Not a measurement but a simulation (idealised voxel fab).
process module | voxel transistor to metal
cross-section cut | 260 nm wide | cells 5 nm
A cross-section is a grid of square cells, given in bands from the top down. A band is one or more rows of cells.
Each band's line starts with the height of the band's top and of its bottom, in nm. Then come its materials from left to right, each with its width in nm. One material with "throughout" fills the band from edge to edge. "air" is empty space.
Height 0 is the level under which the wafer as received is all one material. The lowest band goes on downwards, as in "0 down".
A width such as "30 to 40" changes by the same amount from each row of cells to the next, from the band's top row to its bottom row.
"no change" after a step means that no cell of the cross-section changed.
closed voids: empty space of 8 cells or more with no open way to the top, each as width x height at its distance from the left edge, in nm
after a step's settings: what the simulator itself notes on the step
overlay nm, on a step with a mask: how far to the right of its planned place the mask lay; to the left if negative
plan
1 op RECEIVE | material Si
2 op CONFORMAL_DEP | material SiO2 | thk nm 5
3 op CONFORMAL_DEP | material SiN | thk nm 15
4 op DIRECTIONAL_DEP | material aC | thk nm 15
5 op PATTERN | tone cover | mask id ACTIVE | material resist | width nm 100 | pitch nm 130 | thk nm 30 | overlay nm 0
6 op DIRECTIONAL_ETCH | etch materials aC | depth nm 15
7 op STRIP | etch materials resist
8 op DIRECTIONAL_ETCH | etch materials SiN | depth nm 15
9 op DIRECTIONAL_ETCH | etch materials SiO2 | depth nm 5
10 op DIRECTIONAL_ETCH | etch materials Si | depth nm 25
11 op STRIP | etch materials aC
12 op FILL_DEP | material SiO2 | thk nm 15
13 op CMP | height nm 20
14 op SELECTIVE_ETCH | etch materials SiO2 | depth nm 15
15 op STRIP | etch materials SiN
16 op SELECTIVE_ETCH | etch materials SiO2 | depth nm 5
17 op OXIDIZE | depth nm 5
18 op DIRECTIONAL_DEP | material polySi | thk nm 20
19 op DIRECTIONAL_DEP | material SiCN | thk nm 15
20 op PATTERN | tone cover | mask id GATE | material resist | width nm 20 | pitch nm 130 | thk nm 20 | overlay nm 0
21 op DIRECTIONAL_ETCH | etch materials SiCN | depth nm 25
22 op DIRECTIONAL_ETCH | etch materials polySi | depth nm 30
23 op STRIP | etch materials resist
24 op CONFORMAL_DEP | material SiO2 | thk nm 5
25 op DIRECTIONAL_ETCH | etch materials SiO2 | depth nm 5
26 op CONFORMAL_DEP | material SiN | thk nm 10
27 op DIRECTIONAL_ETCH | etch materials SiN | depth nm 10
28 op DIRECTIONAL_ETCH | etch materials SiO2 | depth nm 5
29 op DIRECTIONAL_ETCH | etch materials Si | depth nm 10
30 op EPI | material SiGe | thk nm 15
31 op FILL_DEP | material SiO2 | thk nm 5
32 op CMP | height nm 35
33 op DIRECTIONAL_DEP | material SiO2 | thk nm 10
34 op DIRECTIONAL_DEP | material aC | thk nm 15
35 op PATTERN | tone open | mask id CONTACT | material resist | width nm 15 | pitch nm 65 | thk nm 35 | overlay nm 0
36 op DIRECTIONAL_ETCH | etch materials aC | depth nm 15
37 op STRIP | etch materials resist
38 op DIRECTIONAL_ETCH | etch materials SiO2 | depth nm 35
39 op STRIP | etch materials aC
40 op CONFORMAL_DEP | material TiN | thk nm 5
41 op FILL_DEP | material W | thk nm 5
42 op CMP | height nm 45
43 op DIRECTIONAL_DEP | material TiN | thk nm 5
44 op DIRECTIONAL_DEP | material W | thk nm 15
45 op DIRECTIONAL_DEP | material aC | thk nm 10
46 op PATTERN | tone cover | mask id METAL_1 | material resist | width nm 15 | pitch nm 65 | thk nm 25 | overlay nm 0
47 op DIRECTIONAL_ETCH | etch materials aC | depth nm 10
48 op STRIP | etch materials resist
49 op DIRECTIONAL_ETCH | etch materials W | depth nm 15
50 op DIRECTIONAL_ETCH | etch materials TiN | depth nm 5
51 op STRIP | etch materials aC
52 op CONFORMAL_DEP | material SiCN | thk nm 5
53 op FILL_DEP | material lowk | thk nm 5
54 op CMP | height nm 65
55 op CONFORMAL_DEP | material SiCN | thk nm 5
56 op DIRECTIONAL_DEP | material lowk | thk nm 35
57 op DIRECTIONAL_DEP | material aC | thk nm 10
58 op PATTERN | tone open | mask id METAL_2 | material resist | width nm 15 | pitch nm 130 | thk nm 25 | overlay nm 0
59 op DIRECTIONAL_ETCH | etch materials aC | depth nm 10
60 op STRIP | etch materials resist
61 op DIRECTIONAL_ETCH | etch materials lowk | depth nm 20
62 op STRIP | etch materials aC
63 op MASKED_ETCH | tone open | mask id METAL_2_HOLES | width nm 15 | pitch nm 130 | etch materials lowk | depth nm 15 | overlay nm 0
64 op MASKED_ETCH | tone open | mask id METAL_2_HOLES | width nm 15 | pitch nm 130 | etch materials SiCN | depth nm 5 | overlay nm 0
65 op CONFORMAL_DEP | material TiN | thk nm 5
66 op FILL_DEP | material Cu | thk nm 5
67 op CMP | height nm 105
68 op CONFORMAL_DEP | material SiN | thk nm 5
first wafer, as planned
as received, after step 1
  0 down: Si throughout
  closed voids: none
after step 2
  5 to 0: SiO2 throughout
  below 0: unchanged
after step 3
  20 to 5: SiN throughout
  below 5: unchanged
after step 4
  35 to 20: aC throughout
  below 20: unchanged
after step 5
  65 to 35: air 15 | resist 100 | air 30 | resist 100 | air 15
  below 35: unchanged
after step 6
  50 to 35: air 15 | resist 100 | air 30 | resist 100 | air 15
  35 to 20: air 15 | aC 100 | air 30 | aC 100 | air 15
  below 20: unchanged
after step 7
  35 to 20: air 15 | aC 100 | air 30 | aC 100 | air 15
  below 20: unchanged
after step 8
  35 to 20: air 15 | aC 100 | air 30 | aC 100 | air 15
  20 to 5: air 15 | SiN 100 | air 30 | SiN 100 | air 15
  below 5: unchanged
after step 9
  35 to 20: air 15 | aC 100 | air 30 | aC 100 | air 15
  20 to 5: air 15 | SiN 100 | air 30 | SiN 100 | air 15
  5 to 0: air 15 | SiO2 100 | air 30 | SiO2 100 | air 15
  below 0: unchanged
after step 10
  35 to 20: air 15 | aC 100 | air 30 | aC 100 | air 15
  20 to 5: air 15 | SiN 100 | air 30 | SiN 100 | air 15
  5 to 0: air 15 | SiO2 100 | air 30 | SiO2 100 | air 15
  0 to -25: air 15 | Si 100 | air 30 | Si 100 | air 15
  below -25: unchanged
after step 11
  20 to 5: air 15 | SiN 100 | air 30 | SiN 100 | air 15
  below 5: unchanged
after step 12
  35 to 20: SiO2 throughout
  20 to 5: SiO2 15 | SiN 100 | SiO2 30 | SiN 100 | SiO2 15
  5 to 0: SiO2 throughout
  0 to -25: SiO2 15 | Si 100 | SiO2 30 | Si 100 | SiO2 15
  below -25: unchanged
after step 13
  20 to 5: SiO2 15 | SiN 100 | SiO2 30 | SiN 100 | SiO2 15
  below 5: unchanged
after step 14
  20 to 5: air 15 | SiN 100 | air 30 | SiN 100 | air 15
  below 5: unchanged
after step 15
  5 to 0: SiO2 throughout
  below 0: unchanged
after step 16
  0 to -25: SiO2 15 | Si 100 | SiO2 30 | Si 100 | SiO2 15
  below -25: unchanged
after step 17
  0 to -5: SiO2 throughout
  below -5: unchanged
after step 18
  20 to 0: polySi throughout
  below 0: unchanged
after step 19
  35 to 20: SiCN throughout
  below 20: unchanged
after step 20
  55 to 35: air 55 | resist 20 | air 110 | resist 20 | air 55
  below 35: unchanged
after step 21
  55 to 35: air 55 | resist 20 | air 110 | resist 20 | air 55
  35 to 20: air 55 | SiCN 20 | air 110 | SiCN 20 | air 55
  below 20: unchanged
after step 22
  55 to 35: air 55 | resist 20 | air 110 | resist 20 | air 55
  35 to 20: air 55 | SiCN 20 | air 110 | SiCN 20 | air 55
  20 to 0: air 55 | polySi 20 | air 110 | polySi 20 | air 55
  below 0: unchanged
after step 23
  35 to 20: air 55 | SiCN 20 | air 110 | SiCN 20 | air 55
  below 20: unchanged
after step 24
  40 to 35: air 50 | SiO2 30 | air 100 | SiO2 30 | air 50
  35 to 20: air 50 | SiO2 5 | SiCN 20 | SiO2 5 | air 100 | SiO2 5 | SiCN 20 | SiO2 5 | air 50
  20 to 5: air 50 | SiO2 5 | polySi 20 | SiO2 5 | air 100 | SiO2 5 | polySi 20 | SiO2 5 | air 50
  5 to 0: SiO2 55 | polySi 20 | SiO2 110 | polySi 20 | SiO2 55
  below 0: unchanged
after step 25
  35 to 20: air 50 | SiO2 5 | SiCN 20 | SiO2 5 | air 100 | SiO2 5 | SiCN 20 | SiO2 5 | air 50
  20 to 0: air 50 | SiO2 5 | polySi 20 | SiO2 5 | air 100 | SiO2 5 | polySi 20 | SiO2 5 | air 50
  below 0: unchanged
after step 26
  45 to 35: air 40 | SiN 50 | air 80 | SiN 50 | air 40
  35 to 20: air 40 | SiN 10 | SiO2 5 | SiCN 20 | SiO2 5 | SiN 10 | air 80 | SiN 10 | SiO2 5 | SiCN 20 | SiO2 5 | SiN 10 | air 40
  20 to 10: air 40 | SiN 10 | SiO2 5 | polySi 20 | SiO2 5 | SiN 10 | air 80 | SiN 10 | SiO2 5 | polySi 20 | SiO2 5 | SiN 10 | air 40
  10 to 0: SiN 50 | SiO2 5 | polySi 20 | SiO2 5 | SiN 100 | SiO2 5 | polySi 20 | SiO2 5 | SiN 50
  below 0: unchanged
after step 27
  35 to 20: air 40 | SiN 10 | SiO2 5 | SiCN 20 | SiO2 5 | SiN 10 | air 80 | SiN 10 | SiO2 5 | SiCN 20 | SiO2 5 | SiN 10 | air 40
  20 to 0: air 40 | SiN 10 | SiO2 5 | polySi 20 | SiO2 5 | SiN 10 | air 80 | SiN 10 | SiO2 5 | polySi 20 | SiO2 5 | SiN 10 | air 40
  below 0: unchanged
after step 28
  35 to 30: air 40 | SiN 10 | air 5 | SiCN 20 | air 5 | SiN 10 | air 80 | SiN 10 | air 5 | SiCN 20 | air 5 | SiN 10 | air 40
  30 to 20: air 40 | SiN 10 | SiO2 5 | SiCN 20 | SiO2 5 | SiN 10 | air 80 | SiN 10 | SiO2 5 | SiCN 20 | SiO2 5 | SiN 10 | air 40
  20 to 0: air 40 | SiN 10 | SiO2 5 | polySi 20 | SiO2 5 | SiN 10 | air 80 | SiN 10 | SiO2 5 | polySi 20 | SiO2 5 | SiN 10 | air 40
  0 to -5: air 40 | SiO2 50 | air 80 | SiO2 50 | air 40
  below -5: unchanged
after step 29
  35 to 30: air 40 | SiN 10 | air 5 | SiCN 20 | air 5 | SiN 10 | air 80 | SiN 10 | air 5 | SiCN 20 | air 5 | SiN 10 | air 40
  30 to 20: air 40 | SiN 10 | SiO2 5 | SiCN 20 | SiO2 5 | SiN 10 | air 80 | SiN 10 | SiO2 5 | SiCN 20 | SiO2 5 | SiN 10 | air 40
  20 to 0: air 40 | SiN 10 | SiO2 5 | polySi 20 | SiO2 5 | SiN 10 | air 80 | SiN 10 | SiO2 5 | polySi 20 | SiO2 5 | SiN 10 | air 40
  0 to -5: air 40 | SiO2 50 | air 80 | SiO2 50 | air 40
  -5 to -15: SiO2 15 | air 25 | Si 50 | air 25 | SiO2 30 | air 25 | Si 50 | air 25 | SiO2 15
  below -15: unchanged
after step 30
  35 to 30: air 40 | SiN 10 | air 5 | SiCN 20 | air 5 | SiN 10 | air 80 | SiN 10 | air 5 | SiCN 20 | air 5 | SiN 10 | air 40
  30 to 20: air 40 | SiN 10 | SiO2 5 | SiCN 20 | SiO2 5 | SiN 10 | air 80 | SiN 10 | SiO2 5 | SiCN 20 | SiO2 5 | SiN 10 | air 40
  20 to 10: air 40 | SiN 10 | SiO2 5 | polySi 20 | SiO2 5 | SiN 10 | air 80 | SiN 10 | SiO2 5 | polySi 20 | SiO2 5 | SiN 10 | air 40
  10 to 0: air 25 | SiGe 15 | SiN 10 | SiO2 5 | polySi 20 | SiO2 5 | SiN 10 | SiGe 15 | air 50 | SiGe 15 | SiN 10 | SiO2 5 | polySi 20 | SiO2 5 | SiN 10 | SiGe 15 | air 25
  0 to -5: air 10 | SiGe 30 | SiO2 50 | SiGe 30 | air 20 | SiGe 30 | SiO2 50 | SiGe 30 | air 10
  -5 to -15: SiO2 15 | SiGe 25 | Si 50 | SiGe 25 | SiO2 30 | SiGe 25 | Si 50 | SiGe 25 | SiO2 15
  below -15: unchanged
after step 31
  40 to 35: SiO2 throughout
  35 to 20: SiO2 40 | SiN 10 | SiO2 5 | SiCN 20 | SiO2 5 | SiN 10 | SiO2 80 | SiN 10 | SiO2 5 | SiCN 20 | SiO2 5 | SiN 10 | SiO2 40
  20 to 10: SiO2 40 | SiN 10 | SiO2 5 | polySi 20 | SiO2 5 | SiN 10 | SiO2 80 | SiN 10 | SiO2 5 | polySi 20 | SiO2 5 | SiN 10 | SiO2 40
  10 to 0: SiO2 25 | SiGe 15 | SiN 10 | SiO2 5 | polySi 20 | SiO2 5 | SiN 10 | SiGe 15 | SiO2 50 | SiGe 15 | SiN 10 | SiO2 5 | polySi 20 | SiO2 5 | SiN 10 | SiGe 15 | SiO2 25
  0 to -5: SiO2 10 | SiGe 30 | SiO2 50 | SiGe 30 | SiO2 20 | SiGe 30 | SiO2 50 | SiGe 30 | SiO2 10
  below -5: unchanged
after step 32
  35 to 20: SiO2 40 | SiN 10 | SiO2 5 | SiCN 20 | SiO2 5 | SiN 10 | SiO2 80 | SiN 10 | SiO2 5 | SiCN 20 | SiO2 5 | SiN 10 | SiO2 40
  below 20: unchanged
after step 33
  45 to 35: SiO2 throughout
  below 35: unchanged
after step 34
  60 to 45: aC throughout
  below 45: unchanged
after step 35
  95 to 60: resist 25 | air 15 | resist 50 | air 15 | resist 50 | air 15 | resist 50 | air 15 | resist 25
  below 60: unchanged
after step 36
  80 to 60: resist 25 | air 15 | resist 50 | air 15 | resist 50 | air 15 | resist 50 | air 15 | resist 25
  60 to 45: aC 25 | air 15 | aC 50 | air 15 | aC 50 | air 15 | aC 50 | air 15 | aC 25
  below 45: unchanged
after step 37
  60 to 45: aC 25 | air 15 | aC 50 | air 15 | aC 50 | air 15 | aC 50 | air 15 | aC 25
  below 45: unchanged
after step 38
  60 to 45: aC 25 | air 15 | aC 50 | air 15 | aC 50 | air 15 | aC 50 | air 15 | aC 25
  45 to 35: SiO2 25 | air 15 | SiO2 50 | air 15 | SiO2 50 | air 15 | SiO2 50 | air 15 | SiO2 25
  35 to 20: SiO2 25 | air 15 | SiN 10 | SiO2 5 | SiCN 20 | SiO2 5 | SiN 10 | air 15 | SiO2 50 | air 15 | SiN 10 | SiO2 5 | SiCN 20 | SiO2 5 | SiN 10 | air 15 | SiO2 25
  20 to 10: SiO2 25 | air 15 | SiN 10 | SiO2 5 | polySi 20 | SiO2 5 | SiN 10 | air 15 | SiO2 50 | air 15 | SiN 10 | SiO2 5 | polySi 20 | SiO2 5 | SiN 10 | air 15 | SiO2 25
  below 10: unchanged
after step 39
  45 to 35: SiO2 25 | air 15 | SiO2 50 | air 15 | SiO2 50 | air 15 | SiO2 50 | air 15 | SiO2 25
  below 35: unchanged
after step 40
  50 to 45: TiN 30 | air 5 | TiN 60 | air 5 | TiN 60 | air 5 | TiN 60 | air 5 | TiN 30
  45 to 35: SiO2 25 | TiN 5 | air 5 | TiN 5 | SiO2 50 | TiN 5 | air 5 | TiN 5 | SiO2 50 | TiN 5 | air 5 | TiN 5 | SiO2 50 | TiN 5 | air 5 | TiN 5 | SiO2 25
  35 to 20: SiO2 25 | TiN 5 | air 5 | TiN 5 | SiN 10 | SiO2 5 | SiCN 20 | SiO2 5 | SiN 10 | TiN 5 | air 5 | TiN 5 | SiO2 50 | TiN 5 | air 5 | TiN 5 | SiN 10 | SiO2 5 | SiCN 20 | SiO2 5 | SiN 10 | TiN 5 | air 5 | TiN 5 | SiO2 25
  20 to 15: SiO2 25 | TiN 5 | air 5 | TiN 5 | SiN 10 | SiO2 5 | polySi 20 | SiO2 5 | SiN 10 | TiN 5 | air 5 | TiN 5 | SiO2 50 | TiN 5 | air 5 | TiN 5 | SiN 10 | SiO2 5 | polySi 20 | SiO2 5 | SiN 10 | TiN 5 | air 5 | TiN 5 | SiO2 25
  15 to 10: SiO2 25 | TiN 15 | SiN 10 | SiO2 5 | polySi 20 | SiO2 5 | SiN 10 | TiN 15 | SiO2 50 | TiN 15 | SiN 10 | SiO2 5 | polySi 20 | SiO2 5 | SiN 10 | TiN 15 | SiO2 25
  below 10: unchanged
after step 41
  55 to 50: W throughout
  50 to 45: TiN 30 | W 5 | TiN 60 | W 5 | TiN 60 | W 5 | TiN 60 | W 5 | TiN 30
  45 to 35: SiO2 25 | TiN 5 | W 5 | TiN 5 | SiO2 50 | TiN 5 | W 5 | TiN 5 | SiO2 50 | TiN 5 | W 5 | TiN 5 | SiO2 50 | TiN 5 | W 5 | TiN 5 | SiO2 25
  35 to 20: SiO2 25 | TiN 5 | W 5 | TiN 5 | SiN 10 | SiO2 5 | SiCN 20 | SiO2 5 | SiN 10 | TiN 5 | W 5 | TiN 5 | SiO2 50 | TiN 5 | W 5 | TiN 5 | SiN 10 | SiO2 5 | SiCN 20 | SiO2 5 | SiN 10 | TiN 5 | W 5 | TiN 5 | SiO2 25
  20 to 15: SiO2 25 | TiN 5 | W 5 | TiN 5 | SiN 10 | SiO2 5 | polySi 20 | SiO2 5 | SiN 10 | TiN 5 | W 5 | TiN 5 | SiO2 50 | TiN 5 | W 5 | TiN 5 | SiN 10 | SiO2 5 | polySi 20 | SiO2 5 | SiN 10 | TiN 5 | W 5 | TiN 5 | SiO2 25
  below 15: unchanged
after step 42
  45 to 35: SiO2 25 | TiN 5 | W 5 | TiN 5 | SiO2 50 | TiN 5 | W 5 | TiN 5 | SiO2 50 | TiN 5 | W 5 | TiN 5 | SiO2 50 | TiN 5 | W 5 | TiN 5 | SiO2 25
  below 35: unchanged
after step 43
  50 to 45: TiN throughout
  below 45: unchanged
after step 44
  65 to 50: W throughout
  below 50: unchanged
after step 45
  75 to 65: aC throughout
  below 65: unchanged
after step 46
  100 to 75: air 25 | resist 15 | air 50 | resist 15 | air 50 | resist 15 | air 50 | resist 15 | air 25
  below 75: unchanged
after step 47
  90 to 75: air 25 | resist 15 | air 50 | resist 15 | air 50 | resist 15 | air 50 | resist 15 | air 25
  75 to 65: air 25 | aC 15 | air 50 | aC 15 | air 50 | aC 15 | air 50 | aC 15 | air 25
  below 65: unchanged
after step 48
  75 to 65: air 25 | aC 15 | air 50 | aC 15 | air 50 | aC 15 | air 50 | aC 15 | air 25
  below 65: unchanged
after step 49
  75 to 65: air 25 | aC 15 | air 50 | aC 15 | air 50 | aC 15 | air 50 | aC 15 | air 25
  65 to 50: air 25 | W 15 | air 50 | W 15 | air 50 | W 15 | air 50 | W 15 | air 25
  below 50: unchanged
after step 50
  75 to 65: air 25 | aC 15 | air 50 | aC 15 | air 50 | aC 15 | air 50 | aC 15 | air 25
  65 to 50: air 25 | W 15 | air 50 | W 15 | air 50 | W 15 | air 50 | W 15 | air 25
  50 to 45: air 25 | TiN 15 | air 50 | TiN 15 | air 50 | TiN 15 | air 50 | TiN 15 | air 25
  below 45: unchanged
after step 51
  65 to 50: air 25 | W 15 | air 50 | W 15 | air 50 | W 15 | air 50 | W 15 | air 25
  below 50: unchanged
after step 52
  70 to 65: air 20 | SiCN 25 | air 40 | SiCN 25 | air 40 | SiCN 25 | air 40 | SiCN 25 | air 20
  65 to 50: air 20 | SiCN 5 | W 15 | SiCN 5 | air 40 | SiCN 5 | W 15 | SiCN 5 | air 40 | SiCN 5 | W 15 | SiCN 5 | air 40 | SiCN 5 | W 15 | SiCN 5 | air 20
  50 to 45: SiCN 25 | TiN 15 | SiCN 50 | TiN 15 | SiCN 50 | TiN 15 | SiCN 50 | TiN 15 | SiCN 25
  below 45: unchanged
after step 53
  75 to 70: lowk throughout
  70 to 65: lowk 20 | SiCN 25 | lowk 40 | SiCN 25 | lowk 40 | SiCN 25 | lowk 40 | SiCN 25 | lowk 20
  65 to 50: lowk 20 | SiCN 5 | W 15 | SiCN 5 | lowk 40 | SiCN 5 | W 15 | SiCN 5 | lowk 40 | SiCN 5 | W 15 | SiCN 5 | lowk 40 | SiCN 5 | W 15 | SiCN 5 | lowk 20
  below 50: unchanged
after step 54
  65 to 50: lowk 20 | SiCN 5 | W 15 | SiCN 5 | lowk 40 | SiCN 5 | W 15 | SiCN 5 | lowk 40 | SiCN 5 | W 15 | SiCN 5 | lowk 40 | SiCN 5 | W 15 | SiCN 5 | lowk 20
  below 50: unchanged
after step 55
  70 to 65: SiCN throughout
  below 65: unchanged
after step 56
  105 to 70: lowk throughout
  below 70: unchanged
after step 57
  115 to 105: aC throughout
  below 105: unchanged
after step 58
  140 to 115: resist 25 | air 15 | resist 115 | air 15 | resist 90
  below 115: unchanged
after step 59
  130 to 115: resist 25 | air 15 | resist 115 | air 15 | resist 90
  115 to 105: aC 25 | air 15 | aC 115 | air 15 | aC 90
  below 105: unchanged
after step 60
  115 to 105: aC 25 | air 15 | aC 115 | air 15 | aC 90
  below 105: unchanged
after step 61
  115 to 105: aC 25 | air 15 | aC 115 | air 15 | aC 90
  105 to 85: lowk 25 | air 15 | lowk 115 | air 15 | lowk 90
  below 85: unchanged
after step 62
  105 to 85: lowk 25 | air 15 | lowk 115 | air 15 | lowk 90
  below 85: unchanged
after step 63
  105 to 70: lowk 25 | air 15 | lowk 115 | air 15 | lowk 90
  below 70: unchanged
after step 64
  105 to 70: lowk 25 | air 15 | lowk 115 | air 15 | lowk 90
  70 to 65: SiCN 25 | air 15 | SiCN 115 | air 15 | SiCN 90
  below 65: unchanged
after step 65
  110 to 105: TiN 30 | air 5 | TiN 125 | air 5 | TiN 95
  105 to 70: lowk 25 | TiN 5 | air 5 | TiN 5 | lowk 115 | TiN 5 | air 5 | TiN 5 | lowk 90
  70 to 65: SiCN 25 | TiN 15 | SiCN 115 | TiN 15 | SiCN 90
  below 65: unchanged
after step 66
  115 to 110: Cu throughout
  110 to 105: TiN 30 | Cu 5 | TiN 125 | Cu 5 | TiN 95
  105 to 70: lowk 25 | TiN 5 | Cu 5 | TiN 5 | lowk 115 | TiN 5 | Cu 5 | TiN 5 | lowk 90
  below 70: unchanged
after step 67
  105 to 70: lowk 25 | TiN 5 | Cu 5 | TiN 5 | lowk 115 | TiN 5 | Cu 5 | TiN 5 | lowk 90
  below 70: unchanged
after step 68
  110 to 105: SiN throughout
  below 105: unchanged
second wafer: like start, like plan, one mistake. Through step 45 it matches the first wafer
when step 46 should have ended
  100 to 75: air 30 | resist 15 | air 50 | resist 15 | air 50 | resist 15 | air 50 | resist 15 | air 20
  below 75: unchanged
when step 47 should have ended
  90 to 75: air 30 | resist 15 | air 50 | resist 15 | air 50 | resist 15 | air 50 | resist 15 | air 20
  75 to 65: air 30 | aC 15 | air 50 | aC 15 | air 50 | aC 15 | air 50 | aC 15 | air 20
  below 65: unchanged
when step 48 should have ended
  75 to 65: air 30 | aC 15 | air 50 | aC 15 | air 50 | aC 15 | air 50 | aC 15 | air 20
  below 65: unchanged
when step 49 should have ended
  75 to 65: air 30 | aC 15 | air 50 | aC 15 | air 50 | aC 15 | air 50 | aC 15 | air 20
  65 to 50: air 30 | W 15 | air 50 | W 15 | air 50 | W 15 | air 50 | W 15 | air 20
  below 50: unchanged
when step 50 should have ended
  75 to 65: air 30 | aC 15 | air 50 | aC 15 | air 50 | aC 15 | air 50 | aC 15 | air 20
  65 to 50: air 30 | W 15 | air 50 | W 15 | air 50 | W 15 | air 50 | W 15 | air 20
  50 to 45: air 30 | TiN 15 | air 50 | TiN 15 | air 50 | TiN 15 | air 50 | TiN 15 | air 20
  below 45: unchanged
when step 51 should have ended
  65 to 50: air 30 | W 15 | air 50 | W 15 | air 50 | W 15 | air 50 | W 15 | air 20
  below 50: unchanged
when step 52 should have ended
  70 to 65: air 25 | SiCN 25 | air 40 | SiCN 25 | air 40 | SiCN 25 | air 40 | SiCN 25 | air 15
  65 to 50: air 25 | SiCN 5 | W 15 | SiCN 5 | air 40 | SiCN 5 | W 15 | SiCN 5 | air 40 | SiCN 5 | W 15 | SiCN 5 | air 40 | SiCN 5 | W 15 | SiCN 5 | air 15
  50 to 45: SiCN 30 | TiN 15 | SiCN 50 | TiN 15 | SiCN 50 | TiN 15 | SiCN 50 | TiN 15 | SiCN 20
  below 45: unchanged
when step 53 should have ended
  75 to 70: lowk throughout
  70 to 65: lowk 25 | SiCN 25 | lowk 40 | SiCN 25 | lowk 40 | SiCN 25 | lowk 40 | SiCN 25 | lowk 15
  65 to 50: lowk 25 | SiCN 5 | W 15 | SiCN 5 | lowk 40 | SiCN 5 | W 15 | SiCN 5 | lowk 40 | SiCN 5 | W 15 | SiCN 5 | lowk 40 | SiCN 5 | W 15 | SiCN 5 | lowk 15
  below 50: unchanged
when step 54 should have ended
  65 to 50: lowk 25 | SiCN 5 | W 15 | SiCN 5 | lowk 40 | SiCN 5 | W 15 | SiCN 5 | lowk 40 | SiCN 5 | W 15 | SiCN 5 | lowk 40 | SiCN 5 | W 15 | SiCN 5 | lowk 15
  below 50: unchanged
when step 55 should have ended
  70 to 65: SiCN throughout
  below 65: unchanged
when step 56 should have ended
  105 to 70: lowk throughout
  below 70: unchanged
when step 57 should have ended
  115 to 105: aC throughout
  below 105: unchanged
when step 58 should have ended
  140 to 115: resist 25 | air 15 | resist 115 | air 15 | resist 90
  below 115: unchanged
when step 59 should have ended
  130 to 115: resist 25 | air 15 | resist 115 | air 15 | resist 90
  115 to 105: aC 25 | air 15 | aC 115 | air 15 | aC 90
  below 105: unchanged
when step 60 should have ended
  115 to 105: aC 25 | air 15 | aC 115 | air 15 | aC 90
  below 105: unchanged
when step 61 should have ended
  115 to 105: aC 25 | air 15 | aC 115 | air 15 | aC 90
  105 to 85: lowk 25 | air 15 | lowk 115 | air 15 | lowk 90
  below 85: unchanged
when step 62 should have ended
  105 to 85: lowk 25 | air 15 | lowk 115 | air 15 | lowk 90
  below 85: unchanged
when step 63 should have ended
  105 to 70: lowk 25 | air 15 | lowk 115 | air 15 | lowk 90
  below 70: unchanged
when step 64 should have ended
  105 to 70: lowk 25 | air 15 | lowk 115 | air 15 | lowk 90
  70 to 65: SiCN 25 | air 15 | SiCN 115 | air 15 | SiCN 90
  below 65: unchanged
when step 65 should have ended
  110 to 105: TiN 30 | air 5 | TiN 125 | air 5 | TiN 95
  105 to 70: lowk 25 | TiN 5 | air 5 | TiN 5 | lowk 115 | TiN 5 | air 5 | TiN 5 | lowk 90
  70 to 65: SiCN 25 | TiN 15 | SiCN 115 | TiN 15 | SiCN 90
  below 65: unchanged
when step 66 should have ended
  115 to 110: Cu throughout
  110 to 105: TiN 30 | Cu 5 | TiN 125 | Cu 5 | TiN 95
  105 to 70: lowk 25 | TiN 5 | Cu 5 | TiN 5 | lowk 115 | TiN 5 | Cu 5 | TiN 5 | lowk 90
  below 70: unchanged
when step 67 should have ended
  105 to 70: lowk 25 | TiN 5 | Cu 5 | TiN 5 | lowk 115 | TiN 5 | Cu 5 | TiN 5 | lowk 90
  below 70: unchanged
when step 68 should have ended
  110 to 105: SiN throughout
  below 105: unchanged
what went wrong: step 46 ran as: op PATTERN | tone cover | mask id METAL_1 | material resist | width nm 15 | pitch nm 65 | thk nm 25 | overlay nm 5
at the end the second wafer has, in cells: as many of each material as the first, in other places
